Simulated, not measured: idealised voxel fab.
The process module presented herein is designated voxel trench capacitor.
This is section cut - it's 250 nm across, gridded in 5 nm square cells.
We lay out every cross-section as a grid of square cells and spell it out in bands from the top down, where one band means one or more rows of cells. What a band's entry tells you: where the top is and where the bottom is, as heights in nm, and after that what lies inside, material by material from left to right, each with its width in nm. Empty space is written as the word "blank", and a single material marked with the word "full width" occupies the band from edge to edge. Note: height 0 marks the level under which the wafer is uniformly one material as received. Lowest band unbounded below, written "0 and below". Per-row width for "30->40": begins at first number (top row of band), ends at second number (bottom row), increment between rows held constant. Take "no change occurred" at face value: in the step it is given for, the cross-section changed in none of its cells. The entry "Fully enclosed voids" lists the empty spaces that cover at least 8 cells and have no open path to the top. Each is written as width x height at distance, where the distance is measured from the left edge and all three values are in nm. Whatever follows a step's settings on its line is a remark the simulator itself makes about that step. "overlay nm", when on a step's line for a step with a mask, measures how far to the right of its planned place the mask lay; a negative measure means to the left. Pairs, read this way: before one process step on the one hand, after it on the other, the after cross-section ending at the lowest band that changed; the step between, settings included, beneath. Same starting wafer throughout, but possibly different runs of this module, so no pair continues from the pair above unless its entry headed "Pre-step view" says so.
Pre-step view
    10 down to 0 = SiN full width
    0 and below = Si full width
    Fully enclosed voids: none
Sectional View, Post-Process
    25 down to 10 = resist=35, then blank=30, then resist=25, then blank=30, then resist=25, then blank=30, then resist=25, then blank=30, then resist=20
    below 10: unchanged
    Fully enclosed voids: none
Step, before to after (see cross-sections above): PATTERN [tone open] [mask id TRENCH] [material resist] [width nm 30] [pitch nm 55] [thk nm 15] [overlay nm 10]
Pre-step view: see the after view in the pair directly above.
Sectional View, Post-Process
    25 down to 10 = resist=35, then blank=30, then resist=25, then blank=30, then resist=25, then blank=30, then resist=25, then blank=30, then resist=20
    10 down to 0 = SiN=35, then blank=30, then SiN=25, then blank=30, then SiN=25, then blank=30, then SiN=25, then blank=30, then SiN=20
    below 0: unchanged
    Fully enclosed voids: none
Step, before to after (see cross-sections above): DIRECTIONAL_ETCH [etch materials SiN] [depth nm 10]
Pre-step view: see the after view in the pair directly above.
Sectional View, Post-Process
    25 down to 10 = resist=35, then blank=30, then resist=25, then blank=30, then resist=25, then blank=30, then resist=25, then blank=30, then resist=20
    10 down to 0 = SiN=35, then blank=30, then SiN=25, then blank=30, then SiN=25, then blank=30, then SiN=25, then blank=30, then SiN=20
    0 down to -40 = Si=35, then blank=30, then Si=25, then blank=30, then Si=25, then blank=30, then Si=25, then blank=30, then Si=20
    below -40: unchanged
    Fully enclosed voids: none
Step, before to after (see cross-sections above): DIRECTIONAL_ETCH [etch materials Si] [depth nm 40]
Pre-step view: see the after view in the pair directly above.
Sectional View, Post-Process
    10 down to 0 = SiN=35, then blank=30, then SiN=25, then blank=30, then SiN=25, then blank=30, then SiN=25, then blank=30, then SiN=20
    below 0: unchanged
    Fully enclosed voids: none
Step, before to after (see cross-sections above): STRIP [etch materials resist]
Pre-step view: see the after view in the pair directly above.
Sectional View, Post-Process
    15 down to 10 = Al2O3=40, then blank=20, then Al2O3=35, then blank=20, then Al2O3=35, then blank=20, then Al2O3=35, then blank=20, then Al2O3=25
    10 down to 0 = SiN=35, then Al2O3=5, then blank=20, then Al2O3=5, then SiN=25, then Al2O3=5, then blank=20, then Al2O3=5, then SiN=25, then Al2O3=5, then blank=20, then Al2O3=5, then SiN=25, then Al2O3=5, then blank=20, then Al2O3=5, then SiN=20
    0 down to -35 = Si=35, then Al2O3=5, then blank=20, then Al2O3=5, then Si=25, then Al2O3=5, then blank=20, then Al2O3=5, then Si=25, then Al2O3=5, then blank=20, then Al2O3=5, then Si=25, then Al2O3=5, then blank=20, then Al2O3=5, then Si=20
    -35 down to -40 = Si=35, then Al2O3=30, then Si=25, then Al2O3=30, then Si=25, then Al2O3=30, then Si=25, then Al2O3=30, then Si=20
    below -40: unchanged
    Fully enclosed voids: none
Step, before to after (see cross-sections above): CONFORMAL_DEP [material Al2O3] [thk nm 5]
Pre-step view: see the after view in the pair directly above.
Sectional View, Post-Process
    20 down to 15 = TiN=45, then blank=10, then TiN=45, then blank=10, then TiN=45, then blank=10, then TiN=45, then blank=10, then TiN=30
    15 down to 10 = Al2O3=40, then TiN=5, then blank=10, then TiN=5, then Al2O3=35, then TiN=5, then blank=10, then TiN=5, then Al2O3=35, then TiN=5, then blank=10, then TiN=5, then Al2O3=35, then TiN=5, then blank=10, then TiN=5, then Al2O3=25
    10 down to 0 = SiN=35, then Al2O3=5, then TiN=5, then blank=10, then TiN=5, then Al2O3=5, then SiN=25, then Al2O3=5, then TiN=5, then blank=10, then TiN=5, then Al2O3=5, then SiN=25, then Al2O3=5, then TiN=5, then blank=10, then TiN=5, then Al2O3=5, then SiN=25, then Al2O3=5, then TiN=5, then blank=10, then TiN=5, then Al2O3=5, then SiN=20
    0 down to -30 = Si=35, then Al2O3=5, then TiN=5, then blank=10, then TiN=5, then Al2O3=5, then Si=25, then Al2O3=5, then TiN=5, then blank=10, then TiN=5, then Al2O3=5, then Si=25, then Al2O3=5, then TiN=5, then blank=10, then TiN=5, then Al2O3=5, then Si=25, then Al2O3=5, then TiN=5, then blank=10, then TiN=5, then Al2O3=5, then Si=20
    -30 down to -35 = Si=35, then Al2O3=5, then TiN=20, then Al2O3=5, then Si=25, then Al2O3=5, then TiN=20, then Al2O3=5, then Si=25, then Al2O3=5, then TiN=20, then Al2O3=5, then Si=25, then Al2O3=5, then TiN=20, then Al2O3=5, then Si=20
    below -35: unchanged
    Fully enclosed voids: none
Step, before to after (see cross-sections above): CONFORMAL_DEP [material TiN] [thk nm 5]
Pre-step view: see the after view in the pair directly above.
Sectional View, Post-Process
    25 down to 20 = W full width
    20 down to 15 = TiN=45, then W=10, then TiN=45, then W=10, then TiN=45, then W=10, then TiN=45, then W=10, then TiN=30
    15 down to 10 = Al2O3=40, then TiN=5, then W=10, then TiN=5, then Al2O3=35, then TiN=5, then W=10, then TiN=5, then Al2O3=35, then TiN=5, then W=10, then TiN=5, then Al2O3=35, then TiN=5, then W=10, then TiN=5, then Al2O3=25
    10 down to 0 = SiN=35, then Al2O3=5, then TiN=5, then W=10, then TiN=5, then Al2O3=5, then SiN=25, then Al2O3=5, then TiN=5, then W=10, then TiN=5, then Al2O3=5, then SiN=25, then Al2O3=5, then TiN=5, then W=10, then TiN=5, then Al2O3=5, then SiN=25, then Al2O3=5, then TiN=5, then W=10, then TiN=5, then Al2O3=5, then SiN=20
    0 down to -30 = Si=35, then Al2O3=5, then TiN=5, then W=10, then TiN=5, then Al2O3=5, then Si=25, then Al2O3=5, then TiN=5, then W=10, then TiN=5, then Al2O3=5, then Si=25, then Al2O3=5, then TiN=5, then W=10, then TiN=5, then Al2O3=5, then Si=25, then Al2O3=5, then TiN=5, then W=10, then TiN=5, then Al2O3=5, then Si=20
    below -30: unchanged
    Fully enclosed voids: none
Step, before to after (see cross-sections above): FILL_DEP [material W] [thk nm 5]
Pre-step view: see the after view in the pair directly above.
Sectional View, Post-Process
    10 down to 0 = SiN=35, then Al2O3=5, then TiN=5, then W=10, then TiN=5, then Al2O3=5, then SiN=25, then Al2O3=5, then TiN=5, then W=10, then TiN=5, then Al2O3=5, then SiN=25, then Al2O3=5, then TiN=5, then W=10, then TiN=5, then Al2O3=5, then SiN=25, then Al2O3=5, then TiN=5, then W=10, then TiN=5, then Al2O3=5, then SiN=20
    below 0: unchanged
    Fully enclosed voids: none
Step, before to after (see cross-sections above): CMP [height nm 10]
Pre-step view
    15 down to 10 = Al2O3=30, then blank=20, then Al2O3=35, then blank=20, then Al2O3=35, then blank=20, then Al2O3=35, then blank=20, then Al2O3=35
    10 down to 0 = SiN=25, then Al2O3=5, then blank=20, then Al2O3=5, then SiN=25, then Al2O3=5, then blank=20, then Al2O3=5, then SiN=25, then Al2O3=5, then blank=20, then Al2O3=5, then SiN=25, then Al2O3=5, then blank=20, then Al2O3=5, then SiN=30
    0 down to -35 = Si=25, then Al2O3=5, then blank=20, then Al2O3=5, then Si=25, then Al2O3=5, then blank=20, then Al2O3=5, then Si=25, then Al2O3=5, then blank=20, then Al2O3=5, then Si=25, then Al2O3=5, then blank=20, then Al2O3=5, then Si=30
    -35 down to -40 = Si=25, then Al2O3=30, then Si=25, then Al2O3=30, then Si=25, then Al2O3=30, then Si=25, then Al2O3=30, then Si=30
    -40 and below = Si full width
    Fully enclosed voids: none
Sectional View, Post-Process
    20 down to 15 = SiN=35, then blank=10, then SiN=45, then blank=10, then SiN=45, then blank=10, then SiN=45, then blank=10, then SiN=40
    15 down to 10 = Al2O3=30, then SiN=5, then blank=10, then SiN=5, then Al2O3=35, then SiN=5, then blank=10, then SiN=5, then Al2O3=35, then SiN=5, then blank=10, then SiN=5, then Al2O3=35, then SiN=5, then blank=10, then SiN=5, then Al2O3=35
    10 down to 0 = SiN=25, then Al2O3=5, then SiN=5, then blank=10, then SiN=5, then Al2O3=5, then SiN=25, then Al2O3=5, then SiN=5, then blank=10, then SiN=5, then Al2O3=5, then SiN=25, then Al2O3=5, then SiN=5, then blank=10, then SiN=5, then Al2O3=5, then SiN=25, then Al2O3=5, then SiN=5, then blank=10, then SiN=5, then Al2O3=5, then SiN=30
    0 down to -30 = Si=25, then Al2O3=5, then SiN=5, then blank=10, then SiN=5, then Al2O3=5, then Si=25, then Al2O3=5, then SiN=5, then blank=10, then SiN=5, then Al2O3=5, then Si=25, then Al2O3=5, then SiN=5, then blank=10, then SiN=5, then Al2O3=5, then Si=25, then Al2O3=5, then SiN=5, then blank=10, then SiN=5, then Al2O3=5, then Si=30
    -30 down to -35 = Si=25, then Al2O3=5, then SiN=20, then Al2O3=5, then Si=25, then Al2O3=5, then SiN=20, then Al2O3=5, then Si=25, then Al2O3=5, then SiN=20, then Al2O3=5, then Si=25, then Al2O3=5, then SiN=20, then Al2O3=5, then Si=30
    below -35: unchanged
    Fully enclosed voids: none
Step, before to after (see cross-sections above): CONFORMAL_DEP [material SiN] [thk nm 5]
Pre-step view: see the after view in the pair directly above.
Sectional View, Post-Process
    25 down to 20 = W full width
    20 down to 15 = SiN=35, then W=10, then SiN=45, then W=10, then SiN=45, then W=10, then SiN=45, then W=10, then SiN=40
    15 down to 10 = Al2O3=30, then SiN=5, then W=10, then SiN=5, then Al2O3=35, then SiN=5, then W=10, then SiN=5, then Al2O3=35, then SiN=5, then W=10, then SiN=5, then Al2O3=35, then SiN=5, then W=10, then SiN=5, then Al2O3=35
    10 down to 0 = SiN=25, then Al2O3=5, then SiN=5, then W=10, then SiN=5, then Al2O3=5, then SiN=25, then Al2O3=5, then SiN=5, then W=10, then SiN=5, then Al2O3=5, then SiN=25, then Al2O3=5, then SiN=5, then W=10, then SiN=5, then Al2O3=5, then SiN=25, then Al2O3=5, then SiN=5, then W=10, then SiN=5, then Al2O3=5, then SiN=30
    0 down to -30 = Si=25, then Al2O3=5, then SiN=5, then W=10, then SiN=5, then Al2O3=5, then Si=25, then Al2O3=5, then SiN=5, then W=10, then SiN=5, then Al2O3=5, then Si=25, then Al2O3=5, then SiN=5, then W=10, then SiN=5, then Al2O3=5, then Si=25, then Al2O3=5, then SiN=5, then W=10, then SiN=5, then Al2O3=5, then Si=30
    below -30: unchanged
    Fully enclosed voids: none
Step, before to after (see cross-sections above): FILL_DEP [material W] [thk nm 5]
Pre-step view: see the after view in the pair directly above.
Sectional View, Post-Process
    10 down to 0 = SiN=25, then Al2O3=5, then SiN=5, then W=10, then SiN=5, then Al2O3=5, then SiN=25, then Al2O3=5, then SiN=5, then W=10, then SiN=5, then Al2O3=5, then SiN=25, then Al2O3=5, then SiN=5, then W=10, then SiN=5, then Al2O3=5, then SiN=25, then Al2O3=5, then SiN=5, then W=10, then SiN=5, then Al2O3=5, then SiN=30
    below 0: unchanged
    Fully enclosed voids: none
Step, before to after (see cross-sections above): CMP [height nm 10]
Pre-step view
    10 down to 0 = SiN full width
    0 and below = Si full width
    Fully enclosed voids: none
Sectional View, Post-Process
    25 down to 10 = blank=25, then resist=30, then blank=25, then resist=30, then blank=25, then resist=30, then blank=25, then resist=30, then blank=30
    below 10: unchanged
    Fully enclosed voids: none
Step, before to after (see cross-sections above): PATTERN [tone cover] [mask id TRENCH] [material resist] [width nm 30] [pitch nm 55] [thk nm 15] [overlay nm 0]
Pre-step view: see the after view in the pair directly above.
Sectional View, Post-Process
    25 down to 10 = blank=25, then resist=30, then blank=25, then resist=30, then blank=25, then resist=30, then blank=25, then resist=30, then blank=30
    10 down to 0 = blank=25, then SiN=30, then blank=25, then SiN=30, then blank=25, then SiN=30, then blank=25, then SiN=30, then blank=30
    below 0: unchanged
    Fully enclosed voids: none
Step, before to after (see cross-sections above): DIRECTIONAL_ETCH [etch materials SiN] [depth nm 10]
Pre-step view: see the after view in the pair directly above.
Sectional View, Post-Process
    25 down to 10 = blank=25, then resist=30, then blank=25, then resist=30, then blank=25, then resist=30, then blank=25, then resist=30, then blank=30
    10 down to 0 = blank=25, then SiN=30, then blank=25, then SiN=30, then blank=25, then SiN=30, then blank=25, then SiN=30, then blank=30
    0 down to -40 = blank=25, then Si=30, then blank=25, then Si=30, then blank=25, then Si=30, then blank=25, then Si=30, then blank=30
    below -40: unchanged
    Fully enclosed voids: none
Step, before to after (see cross-sections above): DIRECTIONAL_ETCH [etch materials Si] [depth nm 40]
Pre-step view: see the after view in the pair directly above.
Sectional View, Post-Process
    10 down to 0 = blank=25, then SiN=30, then blank=25, then SiN=30, then blank=25, then SiN=30, then blank=25, then SiN=30, then blank=30
    below 0: unchanged
    Fully enclosed voids: none
Step, before to after (see cross-sections above): STRIP [etch materials resist]
Pre-step view: see the after view in the pair directly above.
Sectional View, Post-Process
    15 down to 10 = blank=20, then Al2O3=40, then blank=15, then Al2O3=40, then blank=15, then Al2O3=40, then blank=15, then Al2O3=40, then blank=25
    10 down to 0 = blank=20, then Al2O3=5, then SiN=30, then Al2O3=5, then blank=15, then Al2O3=5, then SiN=30, then Al2O3=5, then blank=15, then Al2O3=5, then SiN=30, then Al2O3=5, then blank=15, then Al2O3=5, then SiN=30, then Al2O3=5, then blank=25
    0 down to -35 = blank=20, then Al2O3=5, then Si=30, then Al2O3=5, then blank=15, then Al2O3=5, then Si=30, then Al2O3=5, then blank=15, then Al2O3=5, then Si=30, then Al2O3=5, then blank=15, then Al2O3=5, then Si=30, then Al2O3=5, then blank=25
    -35 down to -40 = Al2O3=25, then Si=30, then Al2O3=25, then Si=30, then Al2O3=25, then Si=30, then Al2O3=25, then Si=30, then Al2O3=30
    below -40: unchanged
    Fully enclosed voids: none
Step, before to after (see cross-sections above): CONFORMAL_DEP [material Al2O3] [thk nm 5]
Pre-step view: see the after view in the pair directly above.
Sectional View, Post-Process
    20 down to 15 = blank=15, then TiN=50, then blank=5, then TiN=50, then blank=5, then TiN=50, then blank=5, then TiN=50, then blank=20
    15 down to 10 = blank=15, then TiN=5, then Al2O3=40, then TiN=5, then blank=5, then TiN=5, then Al2O3=40, then TiN=5, then blank=5, then TiN=5, then Al2O3=40, then TiN=5, then blank=5, then TiN=5, then Al2O3=40, then TiN=5, then blank=20
    10 down to 0 = blank=15, then TiN=5, then Al2O3=5, then SiN=30, then Al2O3=5, then TiN=5, then blank=5, then TiN=5, then Al2O3=5, then SiN=30, then Al2O3=5, then TiN=5, then blank=5, then TiN=5, then Al2O3=5, then SiN=30, then Al2O3=5, then TiN=5, then blank=5, then TiN=5, then Al2O3=5, then SiN=30, then Al2O3=5, then TiN=5, then blank=20
    0 down to -30 = blank=15, then TiN=5, then Al2O3=5, then Si=30, then Al2O3=5, then TiN=5, then blank=5, then TiN=5, then Al2O3=5, then Si=30, then Al2O3=5, then TiN=5, then blank=5, then TiN=5, then Al2O3=5, then Si=30, then Al2O3=5, then TiN=5, then blank=5, then TiN=5, then Al2O3=5, then Si=30, then Al2O3=5, then TiN=5, then blank=20
    -30 down to -35 = TiN=20, then Al2O3=5, then Si=30, then Al2O3=5, then TiN=15, then Al2O3=5, then Si=30, then Al2O3=5, then TiN=15, then Al2O3=5, then Si=30, then Al2O3=5, then TiN=15, then Al2O3=5, then Si=30, then Al2O3=5, then TiN=25
    below -35: unchanged
    Fully enclosed voids: none
Step, before to after (see cross-sections above): CONFORMAL_DEP [material TiN] [thk nm 5]
Pre-step view: see the after view in the pair directly above.
Sectional View, Post-Process
    25 down to 20 = W full width
    20 down to 15 = W=15, then TiN=50, then W=5, then TiN=50, then W=5, then TiN=50, then W=5, then TiN=50, then W=20
    15 down to 10 = W=15, then TiN=5, then Al2O3=40, then TiN=5, then W=5, then TiN=5, then Al2O3=40, then TiN=5, then W=5, then TiN=5, then Al2O3=40, then TiN=5, then W=5, then TiN=5, then Al2O3=40, then TiN=5, then W=20
    10 down to 0 = W=15, then TiN=5, then Al2O3=5, then SiN=30, then Al2O3=5, then TiN=5, then W=5, then TiN=5, then Al2O3=5, then SiN=30, then Al2O3=5, then TiN=5, then W=5, then TiN=5, then Al2O3=5, then SiN=30, then Al2O3=5, then TiN=5, then W=5, then TiN=5, then Al2O3=5, then SiN=30, then Al2O3=5, then TiN=5, then W=20
    0 down to -30 = W=15, then TiN=5, then Al2O3=5, then Si=30, then Al2O3=5, then TiN=5, then W=5, then TiN=5, then Al2O3=5, then Si=30, then Al2O3=5, then TiN=5, then W=5, then TiN=5, then Al2O3=5, then Si=30, then Al2O3=5, then TiN=5, then W=5, then TiN=5, then Al2O3=5, then Si=30, then Al2O3=5, then TiN=5, then W=20
    below -30: unchanged
    Fully enclosed voids: none
Step, before to after (see cross-sections above): FILL_DEP [material W] [thk nm 5]
Pre-step view: see the after view in the pair directly above.
Sectional View, Post-Process
    10 down to 0 = W=15, then TiN=5, then Al2O3=5, then SiN=30, then Al2O3=5, then TiN=5, then W=5, then TiN=5, then Al2O3=5, then SiN=30, then Al2O3=5, then TiN=5, then W=5, then TiN=5, then Al2O3=5, then SiN=30, then Al2O3=5, then TiN=5, then W=5, then TiN=5, then Al2O3=5, then SiN=30, then Al2O3=5, then TiN=5, then W=20
    below 0: unchanged
    Fully enclosed voids: none
Step, before to after (see cross-sections above): CMP [height nm 10]
